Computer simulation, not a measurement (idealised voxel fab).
The name of this process module is voxel tone inversion.
Cross-section cut: width 220 nm, square cells of 5 nm.
Cross-section layout: square cells on a grid; listed as bands, top to bottom; a band spans one or more cell rows. What a band's entry tells you: where the top is and where the bottom is, as heights in nm, and after that what lies inside, material by material from left to right, each with its width in nm. Empty space is written as the word "air", and a single material marked with the word "throughout" occupies the band from edge to edge. Note: height 0 marks the level under which the wafer is uniformly one material as received. Lowest band unbounded below, written "from 0 down". Width: "30..40" (first number = top row, second number = bottom row, same change from row to row of cells). "nothing altered", as given for a step, is the statement that not any cell of the cross-section underwent a change during that step. "Sealed-off cavities" enumerates empty spaces isolated from the top, with no open way to it, that contain at least 8 cells, giving each as width x height at distance from the left edge, all three in nm. On each step's line, the part that comes after the settings is the simulator's own comment on the step. overlay nm: for a step with a mask, the amount by which the mask lay right of where it was planned; a negative amount means left of it.
**Intended process steps**
| 1 | RECEIVE [material Si] |
| 2 | CONFORMAL_DEP [material SiN] [thk nm 5] |
| 3 | DIRECTIONAL_DEP [material aC] [thk nm 20] |
| 4 | PATTERN [tone cover] [mask id POSTS] [material resist] [width nm 20] [pitch nm 40] [thk nm 30] [overlay nm 0] |
| 5 | DIRECTIONAL_ETCH [etch materials aC] [depth nm 20] |
| 6 | STRIP [etch materials resist] |
| 7 | FILL_DEP [material lowk] [thk nm 5] |
| 8 | CMP [height nm 25] |
| 9 | STRIP [etch materials aC] |
| 10 | CONFORMAL_DEP [material TiN] [thk nm 5] |
| 11 | FILL_DEP [material Cu] [thk nm 10] |
| 12 | CMP [height nm 25] |
| 13 | CONFORMAL_DEP [material SiCN] [thk nm 5] |
**Cross-section, incoming material, after step 1**
from 0 down = Si throughout
Sealed-off cavities: none
**Wafer cross-section at module end: first of two, run to plan**
from 30 to 25 = SiCN throughout
from 25 to 10 = 80 nm lowk  5 nm TiN  10 nm Cu  5 nm TiN  20 nm lowk  5 nm TiN  10 nm Cu  5 nm TiN  80 nm lowk
from 10 to 5 = 80 nm lowk  20 nm TiN  20 nm lowk  20 nm TiN  80 nm lowk
from 5 to 0 = SiN throughout
from 0 down = Si throughout
Sealed-off cavities: none
**Now the second wafer, cross-sectioned at the end of the module. Nothing different at the start, nothing different in the plan compared with the first, just one mistake when it was actually run**
from 30 to 25 = SiCN throughout
from 25 to 20 = SiN throughout
from 20 to 0 = aC throughout
from 0 down = Si throughout
Sealed-off cavities: none
Nonconformance to the process plan: the executed order of steps 2 and 3 is the reverse of that specified in the plan, each step having taken the other's position
In the final state, the cell counts of the second wafer exceed or fall short of those of the first for the following materials: 12 fewer of Cu | 20 fewer of TiN | 176 more of aC | 144 fewer of lowk
